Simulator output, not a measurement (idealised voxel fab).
process module | voxel spacer lines
cross-section cut | 270 nm wide | cells 5 nm
A cross-section is a grid of square cells, given in bands from the top down. A band is one or more rows of cells.
Each band's line starts with the height of the band's top and of its bottom, in nm. Then come its materials from left to right, each with its width in nm. One material with "throughout" fills the band from edge to edge. "air" is empty space.
Height 0 is the level under which the wafer as received is all one material. The lowest band goes on downwards, as in "0 down".
A width such as "30 to 40" changes by the same amount from each row of cells to the next, from the band's top row to its bottom row.
"no change" after a step means that no cell of the cross-section changed.
closed voids: empty space of 8 cells or more with no open way to the top, each as width x height at its distance from the left edge, in nm
after a step's settings: what the simulator itself notes on the step
overlay nm, on a step with a mask: how far to the right of its planned place the mask lay; to the left if negative
plan
1 op RECEIVE | material Si
2 op CONFORMAL_DEP | material SiO2 | thk nm 5
3 op DIRECTIONAL_DEP | material TiN | thk nm 10
4 op DIRECTIONAL_DEP | material aC | thk nm 30
5 op PATTERN | tone cover | mask id MANDREL | material resist | width nm 15 | pitch nm 60 | thk nm 40 | overlay nm 0
6 op DIRECTIONAL_ETCH | etch materials aC | depth nm 30
7 op STRIP | etch materials resist
8 op CONFORMAL_DEP | material SiN | thk nm 15
9 op DIRECTIONAL_ETCH | etch materials SiN | depth nm 15
10 op STRIP | etch materials aC
11 op DIRECTIONAL_ETCH | etch materials TiN | depth nm 10
12 op STRIP | etch materials SiN
13 op FILL_DEP | material SiO2 | thk nm 10
14 op CMP | height nm 15
as received, after step 1
  0 down: Si throughout
  closed voids: none
first wafer at the end, as planned
  15 to 5: SiO2 50 | TiN 15 | SiO2 15 | TiN 15 | SiO2 15 | TiN 15 | SiO2 15 | TiN 15 | SiO2 15 | TiN 15 | SiO2 15 | TiN 15 | SiO2 55
  5 to 0: SiO2 throughout
  0 down: Si throughout
  closed voids: none
second wafer at the end: like start, like plan, one mistake
  15 to 5: SiO2 50 | TiN 15 | SiO2 15 | TiN 15 | SiO2 15 | TiN 15 | SiO2 15 | TiN 15 | SiO2 15 | TiN 15 | SiO2 15 | TiN 15 | SiO2 55
  5 to 0: TiN throughout
  0 down: Si throughout
  closed voids: none
what went wrong: step 2 ran as: op CONFORMAL_DEP | material TiN | thk nm 5
at the end the second wafer has, in cells: 54 fewer of SiO2 | 54 more of TiN
